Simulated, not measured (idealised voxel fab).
The name of this process module is voxel lift off.
Cross-sectional view cut (width: 295 nm; square cell size: 5 nm).
The cross-sections in this document take the form of a grid made of square cells. They are written out as bands, in order from top to bottom. Each band consists of one or more rows of cells. A band entry consists of two parts. The first gives the height of the band's top and the height of its bottom, in nm. The rest lists the band's materials from left to right, each with its width in nm. A single material labelled with the word "edge to edge" fills the band from edge to edge, and the word "empty" marks empty space. Ref level 0: as-received wafer is one material below here. Bottom band extends down with no lower bound ("z 0 and below"). The width entry "30 to 40" should be interpreted row by row: the top row of cells in the band takes the first number, the bottom row takes the second number, and the change between adjacent rows is uniform throughout. "no modification" (step): cross-section cells unchanged, all of them. Entry "Closed void listing" = empty spaces >= 8 cells with no open way to the top; each as width x height at distance, distance from left edge, all nm. Read whatever lies past the settings on a step's line as the simulator's own remark about the step. overlay nm: step with mask; distance mask lay right of planned place; negative value = left of planned place. If you're wondering how to read the rest of this, here's the deal. It's pairs of cross-sections: one from before a process step, one from after it. The after one is only drawn as far down as the lowest band that changed. Right under each pair you'll see which step sits between them and what its settings were. Don't read the pairs as one continuous story, though. They can come from different runs of this module on the same starting wafer, and a pair only carries on from the one above it where its entry headed "Before processing step" says so.
### Before processing step
	z 0 and below: Si edge to edge
	Closed void listing: none
### Step Outcome
	z 5 to 0: SiO2 edge to edge
	Everything under 0 stays put, no change at all.
	Closed void listing: none
The two cross-sections above are separated by a single process step, namely CONFORMAL_DEP with material SiO2, thk nm 5
Before processing step: after-step cross-section of the pair just above applies.
### Step Outcome
	z 35 to 5: 115 nm resist / 20 nm empty / 20 nm resist / 20 nm empty / 120 nm resist
	Everything under 5 stays put, no change at all.
	Closed void listing: none
The two cross-sections above are separated by a single process step, namely PATTERN with tone open, mask id LINES, material resist, width nm 20, pitch nm 40, thk nm 30, overlay nm 0
Before processing step: after-step cross-section of the pair just above applies.
### Step Outcome
	z 50 to 35: 115 nm Ru / 20 nm empty / 20 nm Ru / 20 nm empty / 120 nm Ru
	z 35 to 20: 115 nm resist / 20 nm empty / 20 nm resist / 20 nm empty / 120 nm resist
	z 20 to 5: 115 nm resist / 20 nm Ru / 20 nm resist / 20 nm Ru / 120 nm resist
	Everything under 5 stays put, no change at all.
	Closed void listing: none
The two cross-sections above are separated by a single process step, namely DIRECTIONAL_DEP with material Ru, thk nm 15
Before processing step: after-step cross-section of the pair just above applies.
### Step Outcome
	z 20 to 5: 115 nm empty / 20 nm Ru / 20 nm empty / 20 nm Ru / 120 nm empty
	Everything under 5 stays put, no change at all.
	Closed void listing: none
The two cross-sections above are separated by a single process step, namely STRIP with etch materials resist
Before processing step: after-step cross-section of the pair just above applies.
### Step Outcome
	z 25 to 20: 110 nm empty / 30 nm SiN / 10 nm empty / 30 nm SiN / 115 nm empty
	z 20 to 10: 110 nm empty / 5 nm SiN / 20 nm Ru / 5 nm SiN / 10 nm empty / 5 nm SiN / 20 nm Ru / 5 nm SiN / 115 nm empty
	z 10 to 5: 115 nm SiN / 20 nm Ru / 20 nm SiN / 20 nm Ru / 120 nm SiN
	Everything under 5 stays put, no change at all.
	Closed void listing: none
The two cross-sections above are separated by a single process step, namely CONFORMAL_DEP with material SiN, thk nm 5
### Before processing step
	z 0 and below: Si edge to edge
	Closed void listing: none
### Step Outcome
	z 15 to 0: SiO2 edge to edge
	Everything under 0 stays put, no change at all.
	Closed void listing: none
The two cross-sections above are separated by a single process step, namely CONFORMAL_DEP with material SiO2, thk nm 15
Before processing step: after-step cross-section of the pair just above applies.
### Step Outcome
	z 45 to 15: 115 nm resist / 20 nm empty / 20 nm resist / 20 nm empty / 120 nm resist
	Everything under 15 stays put, no change at all.
	Closed void listing: none
The two cross-sections above are separated by a single process step, namely PATTERN with tone open, mask id LINES, material resist, width nm 20, pitch nm 40, thk nm 30, overlay nm 0
Before processing step: after-step cross-section of the pair just above applies.
### Step Outcome
	z 60 to 45: 115 nm Ru / 20 nm empty / 20 nm Ru / 20 nm empty / 120 nm Ru
	z 45 to 30: 115 nm resist / 20 nm empty / 20 nm resist / 20 nm empty / 120 nm resist
	z 30 to 15: 115 nm resist / 20 nm Ru / 20 nm resist / 20 nm Ru / 120 nm resist
	Everything under 15 stays put, no change at all.
	Closed void listing: none
The two cross-sections above are separated by a single process step, namely DIRECTIONAL_DEP with material Ru, thk nm 15
Before processing step: after-step cross-section of the pair just above applies.
### Step Outcome
	z 30 to 15: 115 nm empty / 20 nm Ru / 20 nm empty / 20 nm Ru / 120 nm empty
	Everything under 15 stays put, no change at all.
	Closed void listing: none
The two cross-sections above are separated by a single process step, namely STRIP with etch materials resist
Before processing step: after-step cross-section of the pair just above applies.
### Step Outcome
	z 35 to 30: 110 nm empty / 30 nm SiN / 10 nm empty / 30 nm SiN / 115 nm empty
	z 30 to 20: 110 nm empty / 5 nm SiN / 20 nm Ru / 5 nm SiN / 10 nm empty / 5 nm SiN / 20 nm Ru / 5 nm SiN / 115 nm empty
	z 20 to 15: 115 nm SiN / 20 nm Ru / 20 nm SiN / 20 nm Ru / 120 nm SiN
	Everything under 15 stays put, no change at all.
	Closed void listing: none
The two cross-sections above are separated by a single process step, namely CONFORMAL_DEP with material SiN, thk nm 5
### Before processing step
	z 5 to 0: SiO2 edge to edge
	z 0 and below: Si edge to edge
	Closed void listing: none
### Step Outcome
	z 35 to 5: 120 nm resist / 15 nm empty / 25 nm resist / 15 nm empty / 120 nm resist
	Everything under 5 stays put, no change at all.
	Closed void listing: none
The two cross-sections above are separated by a single process step, namely PATTERN with tone open, mask id LINES, material resist, width nm 15, pitch nm 40, thk nm 30, overlay nm 0
Before processing step: after-step cross-section of the pair just above applies.
### Step Outcome
	z 50 to 35: 120 nm Ru / 15 nm empty / 25 nm Ru / 15 nm empty / 120 nm Ru
	z 35 to 20: 120 nm resist / 15 nm empty / 25 nm resist / 15 nm empty / 120 nm resist
	z 20 to 5: 120 nm resist / 15 nm Ru / 25 nm resist / 15 nm Ru / 120 nm resist
	Everything under 5 stays put, no change at all.
	Closed void listing: none
The two cross-sections above are separated by a single process step, namely DIRECTIONAL_DEP with material Ru, thk nm 15
Before processing step: after-step cross-section of the pair just above applies.
### Step Outcome
	z 20 to 5: 120 nm empty / 15 nm Ru / 25 nm empty / 15 nm Ru / 120 nm empty
	Everything under 5 stays put, no change at all.
	Closed void listing: none
The two cross-sections above are separated by a single process step, namely STRIP with etch materials resist
Before processing step: after-step cross-section of the pair just above applies.
### Step Outcome
	z 25 to 20: 115 nm empty / 25 nm SiN / 15 nm empty / 25 nm SiN / 115 nm empty
	z 20 to 10: 115 nm empty / 5 nm SiN / 15 nm Ru / 5 nm SiN / 15 nm empty / 5 nm SiN / 15 nm Ru / 5 nm SiN / 115 nm empty
	z 10 to 5: 120 nm SiN / 15 nm Ru / 25 nm SiN / 15 nm Ru / 120 nm SiN
	Everything under 5 stays put, no change at all.
	Closed void listing: none
The two cross-sections above are separated by a single process step, namely CONFORMAL_DEP with material SiN, thk nm 5
### Before processing step
	z 5 to 0: SiO2 edge to edge
	z 0 and below: Si edge to edge
	Closed void listing: none
### Step Outcome
	z 35 to 5: 120 nm resist / 20 nm empty / 20 nm resist / 20 nm empty / 115 nm resist
	Everything under 5 stays put, no change at all.
	Closed void listing: none
The two cross-sections above are separated by a single process step, namely PATTERN with tone open, mask id LINES, material resist, width nm 20, pitch nm 40, thk nm 30, overlay nm 5
Before processing step: after-step cross-section of the pair just above applies.
### Step Outcome
	z 50 to 35: 120 nm Ru / 20 nm empty / 20 nm Ru / 20 nm empty / 115 nm Ru
	z 35 to 20: 120 nm resist / 20 nm empty / 20 nm resist / 20 nm empty / 115 nm resist
	z 20 to 5: 120 nm resist / 20 nm Ru / 20 nm resist / 20 nm Ru / 115 nm resist
	Everything under 5 stays put, no change at all.
	Closed void listing: none
The two cross-sections above are separated by a single process step, namely DIRECTIONAL_DEP with material Ru, thk nm 15
Before processing step: after-step cross-section of the pair just above applies.
### Step Outcome
	z 20 to 5: 120 nm empty / 20 nm Ru / 20 nm empty / 20 nm Ru / 115 nm empty
	Everything under 5 stays put, no change at all.
	Closed void listing: none
The two cross-sections above are separated by a single process step, namely STRIP with etch materials resist
Before processing step: after-step cross-section of the pair just above applies.
### Step Outcome
	z 25 to 20: 115 nm empty / 30 nm SiN / 10 nm empty / 30 nm SiN / 110 nm empty
	z 20 to 10: 115 nm empty / 5 nm SiN / 20 nm Ru / 5 nm SiN / 10 nm empty / 5 nm SiN / 20 nm Ru / 5 nm SiN / 110 nm empty
	z 10 to 5: 120 nm SiN / 20 nm Ru / 20 nm SiN / 20 nm Ru / 115 nm SiN
	Everything under 5 stays put, no change at all.
	Closed void listing: none
The two cross-sections above are separated by a single process step, namely CONFORMAL_DEP with material SiN, thk nm 5
### Before processing step
	z 0 and below: Si edge to edge
	Closed void listing: none
### Step Outcome
	z 5 to 0: SiN edge to edge
	Everything under 0 stays put, no change at all.
	Closed void listing: none
The two cross-sections above are separated by a single process step, namely CONFORMAL_DEP with material SiN, thk nm 5
Before processing step: after-step cross-section of the pair just above applies.
### Step Outcome
	z 35 to 5: 115 nm resist / 20 nm empty / 20 nm resist / 20 nm empty / 120 nm resist
	Everything under 5 stays put, no change at all.
	Closed void listing: none
The two cross-sections above are separated by a single process step, namely PATTERN with tone open, mask id LINES, material resist, width nm 20, pitch nm 40, thk nm 30, overlay nm 0
Before processing step: after-step cross-section of the pair just above applies.
### Step Outcome
	z 50 to 35: 115 nm Ru / 20 nm empty / 20 nm Ru / 20 nm empty / 120 nm Ru
	z 35 to 20: 115 nm resist / 20 nm empty / 20 nm resist / 20 nm empty / 120 nm resist
	z 20 to 5: 115 nm resist / 20 nm Ru / 20 nm resist / 20 nm Ru / 120 nm resist
	Everything under 5 stays put, no change at all.
	Closed void listing: none
The two cross-sections above are separated by a single process step, namely DIRECTIONAL_DEP with material Ru, thk nm 15
Before processing step: after-step cross-section of the pair just above applies.
### Step Outcome
	z 20 to 5: 115 nm empty / 20 nm Ru / 20 nm empty / 20 nm Ru / 120 nm empty
	Everything under 5 stays put, no change at all.
	Closed void listing: none
The two cross-sections above are separated by a single process step, namely STRIP with etch materials resist
Before processing step: after-step cross-section of the pair just above applies.
### Step Outcome
	z 25 to 20: 110 nm empty / 30 nm SiN / 10 nm empty / 30 nm SiN / 115 nm empty
	z 20 to 10: 110 nm empty / 5 nm SiN / 20 nm Ru / 5 nm SiN / 10 nm empty / 5 nm SiN / 20 nm Ru / 5 nm SiN / 115 nm empty
	z 10 to 5: 115 nm SiN / 20 nm Ru / 20 nm SiN / 20 nm Ru / 120 nm SiN
	Everything under 5 stays put, no change at all.
	Closed void listing: none
The two cross-sections above are separated by a single process step, namely CONFORMAL_DEP with material SiN, thk nm 5
### Before processing step
	z 5 to 0: SiO2 edge to edge
	z 0 and below: Si edge to edge
	Closed void listing: none
### Step Outcome
	z 35 to 5: 115 nm empty / 20 nm resist / 20 nm empty / 20 nm resist / 120 nm empty
	Everything under 5 stays put, no change at all.
	Closed void listing: none
The two cross-sections above are separated by a single process step, namely PATTERN with tone cover, mask id LINES, material resist, width nm 20, pitch nm 40, thk nm 30, overlay nm 0
Before processing step: after-step cross-section of the pair just above applies.
### Step Outcome
	z 50 to 35: 115 nm empty / 20 nm Ru / 20 nm empty / 20 nm Ru / 120 nm empty
	z 35 to 20: 115 nm empty / 20 nm resist / 20 nm empty / 20 nm resist / 120 nm empty
	z 20 to 5: 115 nm Ru / 20 nm resist / 20 nm Ru / 20 nm resist / 120 nm Ru
	Everything under 5 stays put, no change at all.
	Closed void listing: none
The two cross-sections above are separated by a single process step, namely DIRECTIONAL_DEP with material Ru, thk nm 15
Before processing step: after-step cross-section of the pair just above applies.
### Step Outcome
	z 20 to 5: 115 nm Ru / 20 nm empty / 20 nm Ru / 20 nm empty / 120 nm Ru
	Everything under 5 stays put, no change at all.
	Closed void listing: none
The two cross-sections above are separated by a single process step, namely STRIP with etch materials resist
Before processing step: after-step cross-section of the pair just above applies.
### Step Outcome
	z 25 to 20: 120 nm SiN / 10 nm empty / 30 nm SiN / 10 nm empty / 125 nm SiN
	z 20 to 10: 115 nm Ru / 5 nm SiN / 10 nm empty / 5 nm SiN / 20 nm Ru / 5 nm SiN / 10 nm empty / 5 nm SiN / 120 nm Ru
	z 10 to 5: 115 nm Ru / 20 nm SiN / 20 nm Ru / 20 nm SiN / 120 nm Ru
	Everything under 5 stays put, no change at all.
	Closed void listing: none
The two cross-sections above are separated by a single process step, namely CONFORMAL_DEP with material SiN, thk nm 5
